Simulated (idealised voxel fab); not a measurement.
The following is a process module called voxel transistor to metal.
Section shown: cut. Width: 270 nm. Cell size: 5 nm, square.
A cross-section in this document is a grid of square cells, and it is written down as bands, the top band listed before the ones below it; a band is made up of one or more rows of cells. Per band: top height and bottom height in nm, followed by the left-to-right materials and their widths in nm; "edge to edge" marks a single material spanning edge to edge, "air" marks empty space. Zero point of the height axis is 0; under it, received wafer = one material. Lowest band: continues down indefinitely, "0 nm and below". You'd read "30 to 40" like this: the band's top row of cells is as wide as the first number, its bottom row is as wide as the second, and going down, every row changes width by the same amount as the row before did. Basically "no modifications" means that step didn't change any cell in the cross-section. "Closed voids list" - sealed voids, min. 8 cells, no opening to top; format: width x height at distance (distance from left edge; nm throughout). On a step's line, text after the settings is the simulator commenting on that step. Each step line may optionally specify "overlay nm", which for a step with a mask gives the rightward distance between the mask's planned place and where it lay, a negative value indicating the leftward direction.
List of planned process steps:
| 1 | RECEIVE (material Si) |
| 2 | CONFORMAL_DEP (material SiO2; thk nm 5) |
| 3 | CONFORMAL_DEP (material SiN; thk nm 15) |
| 4 | PATTERN (tone cover; mask id ACTIVE; material resist; width nm 100; pitch nm 130; thk nm 20; overlay nm 0) |
| 5 | DIRECTIONAL_ETCH (etch materials SiN; depth nm 15) |
| 6 | DIRECTIONAL_ETCH (etch materials SiO2; depth nm 5) |
| 7 | DIRECTIONAL_ETCH (etch materials Si; depth nm 30) |
| 8 | STRIP (etch materials resist) |
| 9 | OXIDIZE (depth nm 5) |
| 10 | FILL_DEP (material SiO2; thk nm 5) |
| 11 | CMP (height nm 20) |
| 12 | SELECTIVE_ETCH (etch materials SiO2; depth nm 15) |
| 13 | STRIP (etch materials SiN) |
| 14 | SELECTIVE_ETCH (etch materials SiO2; depth nm 5) |
| 15 | OXIDIZE (depth nm 5) |
| 16 | DIRECTIONAL_DEP (material polySi; thk nm 25) |
| 17 | DIRECTIONAL_DEP (material SiCN; thk nm 10) |
| 18 | MASKED_ETCH (tone cover; mask id GATE; width nm 20; pitch nm 130; etch materials SiCN; depth nm 20; overlay nm 0) |
| 19 | MASKED_ETCH (tone cover; mask id GATE; width nm 20; pitch nm 130; etch materials polySi; depth nm 35; overlay nm 0) |
| 20 | CONFORMAL_DEP (material SiO2; thk nm 5) |
| 21 | DIRECTIONAL_ETCH (etch materials SiO2; depth nm 5) |
| 22 | CONFORMAL_DEP (material SiN; thk nm 5) |
| 23 | DIRECTIONAL_ETCH (etch materials SiN; depth nm 5) |
| 24 | DIRECTIONAL_ETCH (etch materials SiO2; depth nm 5) |
| 25 | DIRECTIONAL_ETCH (etch materials Si; depth nm 15) |
| 26 | EPI (material pSi; thk nm 20) |
| 27 | FILL_DEP (material SiO2; thk nm 5) |
| 28 | CMP (height nm 35) |
| 29 | DIRECTIONAL_DEP (material SiO2; thk nm 15) |
| 30 | MASKED_ETCH (tone open; mask id CONTACT; width nm 15; etch materials SiO2; depth nm 50; overlay nm 0) |
| 31 | CONFORMAL_DEP (material TiN; thk nm 5) |
| 32 | FILL_DEP (material Ru; thk nm 10) |
| 33 | CMP (height nm 50) |
| 34 | CONFORMAL_DEP (material SiN; thk nm 5) |
| 35 | DIRECTIONAL_DEP (material lowk; thk nm 15) |
| 36 | PATTERN (tone open; mask id METAL_1; material resist; width nm 15; thk nm 20; overlay nm 0) |
| 37 | DIRECTIONAL_ETCH (etch materials lowk; depth nm 15) |
| 38 | DIRECTIONAL_ETCH (etch materials SiN; depth nm 5) |
| 39 | STRIP (etch materials resist) |
| 40 | CONFORMAL_DEP (material TiN; thk nm 5) |
| 41 | FILL_DEP (material W; thk nm 5) |
| 42 | CMP (height nm 70) |
| 43 | EPI (material Ru; thk nm 5) |
| 44 | FILL_DEP (material SiCN; thk nm 5) |
Wafer as received: cross-section following step 1:
- 0 nm and below | Si edge to edge
- Closed voids list: none
The first of the two wafers as seen in cross-section once the module was finished; processing followed the plan:
- 80 nm to 75 nm | SiCN edge to edge
- 75 nm to 70 nm | SiCN 20 / Ru 25 / SiCN 50 / Ru 25 / SiCN 30 / Ru 25 / SiCN 50 / Ru 25 / SiCN 20
- 70 nm to 55 nm | lowk 25 / TiN 5 / W 5 / TiN 5 / lowk 60 / TiN 5 / W 5 / TiN 5 / lowk 40 / TiN 5 / W 5 / TiN 5 / lowk 60 / TiN 5 / W 5 / TiN 5 / lowk 25
- 55 nm to 50 nm | SiN 25 / TiN 15 / SiN 60 / TiN 15 / SiN 40 / TiN 15 / SiN 60 / TiN 15 / SiN 25
- 50 nm to 35 nm | SiO2 25 / TiN 5 / Ru 5 / TiN 5 / SiO2 60 / TiN 5 / Ru 5 / TiN 5 / SiO2 40 / TiN 5 / Ru 5 / TiN 5 / SiO2 60 / TiN 5 / Ru 5 / TiN 5 / SiO2 25
- 35 nm to 25 nm | SiO2 25 / TiN 5 / Ru 5 / TiN 5 / SiO2 10 / SiN 5 / SiO2 5 / SiCN 20 / SiO2 5 / SiN 5 / SiO2 10 / TiN 5 / Ru 5 / TiN 5 / SiO2 40 / TiN 5 / Ru 5 / TiN 5 / SiO2 10 / SiN 5 / SiO2 5 / SiCN 20 / SiO2 5 / SiN 5 / SiO2 10 / TiN 5 / Ru 5 / TiN 5 / SiO2 25
- 25 nm to 20 nm | SiO2 25 / TiN 5 / Ru 5 / TiN 5 / SiO2 10 / SiN 5 / SiO2 5 / polySi 20 / SiO2 5 / SiN 5 / SiO2 10 / TiN 5 / Ru 5 / TiN 5 / SiO2 40 / TiN 5 / Ru 5 / TiN 5 / SiO2 10 / SiN 5 / SiO2 5 / polySi 20 / SiO2 5 / SiN 5 / SiO2 10 / TiN 5 / Ru 5 / TiN 5 / SiO2 25
- 20 nm to 15 nm | SiO2 25 / TiN 15 / SiO2 10 / SiN 5 / SiO2 5 / polySi 20 / SiO2 5 / SiN 5 / SiO2 10 / TiN 15 / SiO2 40 / TiN 15 / SiO2 10 / SiN 5 / SiO2 5 / polySi 20 / SiO2 5 / SiN 5 / SiO2 10 / TiN 15 / SiO2 25
- 15 nm to 0 nm | SiO2 25 / TiN 5 / pSi 20 / SiN 5 / SiO2 5 / polySi 20 / SiO2 5 / SiN 5 / pSi 20 / TiN 5 / SiO2 40 / TiN 5 / pSi 20 / SiN 5 / SiO2 5 / polySi 20 / SiO2 5 / SiN 5 / pSi 20 / TiN 5 / SiO2 25
- 0 nm to -5 nm | SiO2 20 / pSi 30 / SiO2 40 / pSi 30 / SiO2 30 / pSi 30 / SiO2 40 / pSi 30 / SiO2 20
- -5 nm to -20 nm | SiO2 25 / pSi 25 / Si 40 / pSi 25 / SiO2 40 / pSi 25 / Si 40 / pSi 25 / SiO2 25
- -20 nm to -35 nm | SiO2 25 / Si 90 / SiO2 40 / Si 90 / SiO2 25
- -35 nm and below | Si edge to edge
- Closed voids list: none
Now the second wafer, cross-sectioned at the end of the module. Nothing different at the start, nothing different in the plan compared with the first, just one mistake when it was actually run:
- 80 nm to 75 nm | SiCN edge to edge
- 75 nm to 70 nm | SiCN 20 / Ru 25 / SiCN 50 / Ru 25 / SiCN 30 / Ru 25 / SiCN 50 / Ru 25 / SiCN 20
- 70 nm to 55 nm | lowk 25 / TiN 5 / W 5 / TiN 5 / lowk 60 / TiN 5 / W 5 / TiN 5 / lowk 40 / TiN 5 / W 5 / TiN 5 / lowk 60 / TiN 5 / W 5 / TiN 5 / lowk 25
- 55 nm to 50 nm | SiN 25 / TiN 15 / SiN 60 / TiN 15 / SiN 40 / TiN 15 / SiN 60 / TiN 15 / SiN 25
- 50 nm to 40 nm | Ru 20 / TiN 5 / SiO2 15 / TiN 5 / Ru 50 / TiN 5 / SiO2 15 / TiN 5 / Ru 30 / TiN 5 / SiO2 15 / TiN 5 / Ru 50 / TiN 5 / SiO2 15 / TiN 5 / Ru 20
- 40 nm to 35 nm | Ru 20 / TiN 5 / SiO2 15 / TiN 60 / SiO2 15 / TiN 5 / Ru 30 / TiN 5 / SiO2 15 / TiN 60 / SiO2 15 / TiN 5 / Ru 20
- 35 nm to 25 nm | Ru 20 / TiN 5 / SiO2 15 / TiN 10 / SiN 5 / TiN 5 / SiCN 20 / TiN 5 / SiN 5 / TiN 10 / SiO2 15 / TiN 5 / Ru 30 / TiN 5 / SiO2 15 / TiN 10 / SiN 5 / TiN 5 / SiCN 20 / TiN 5 / SiN 5 / TiN 10 / SiO2 15 / TiN 5 / Ru 20
- 25 nm to 15 nm | Ru 20 / TiN 5 / SiO2 15 / TiN 10 / SiN 5 / TiN 5 / polySi 20 / TiN 5 / SiN 5 / TiN 10 / SiO2 15 / TiN 5 / Ru 30 / TiN 5 / SiO2 15 / TiN 10 / SiN 5 / TiN 5 / polySi 20 / TiN 5 / SiN 5 / TiN 10 / SiO2 15 / TiN 5 / Ru 20
- 15 nm to 5 nm | Ru 20 / TiN 5 / SiO2 5 / pSi 20 / SiN 5 / TiN 5 / polySi 20 / TiN 5 / SiN 5 / pSi 20 / SiO2 5 / TiN 5 / Ru 30 / TiN 5 / SiO2 5 / pSi 20 / SiN 5 / TiN 5 / polySi 20 / TiN 5 / SiN 5 / pSi 20 / SiO2 5 / TiN 5 / Ru 20
- 5 nm to 0 nm | TiN 25 / SiO2 5 / pSi 20 / SiN 5 / TiN 5 / polySi 20 / TiN 5 / SiN 5 / pSi 20 / SiO2 5 / TiN 40 / SiO2 5 / pSi 20 / SiN 5 / TiN 5 / polySi 20 / TiN 5 / SiN 5 / pSi 20 / SiO2 5 / TiN 25
- 0 nm to -5 nm | SiO2 20 / pSi 30 / SiO2 40 / pSi 30 / SiO2 30 / pSi 30 / SiO2 40 / pSi 30 / SiO2 20
- -5 nm to -20 nm | SiO2 25 / pSi 25 / Si 40 / pSi 25 / SiO2 40 / pSi 25 / Si 40 / pSi 25 / SiO2 25
- -20 nm to -35 nm | SiO2 25 / Si 90 / SiO2 40 / Si 90 / SiO2 25
- -35 nm and below | Si edge to edge
- Closed voids list: none
Against the plan, the run slipped here: so step 30 ended up running with a different setting than we planned, it ran as MASKED_ETCH (tone cover; mask id CONTACT; width nm 15; etch materials SiO2; depth nm 50; overlay nm 0)
FYI, end of process, the second wafer has more or fewer cells of some materials than the first: 142 more of Ru | 216 fewer of SiO2 | 74 more of TiN
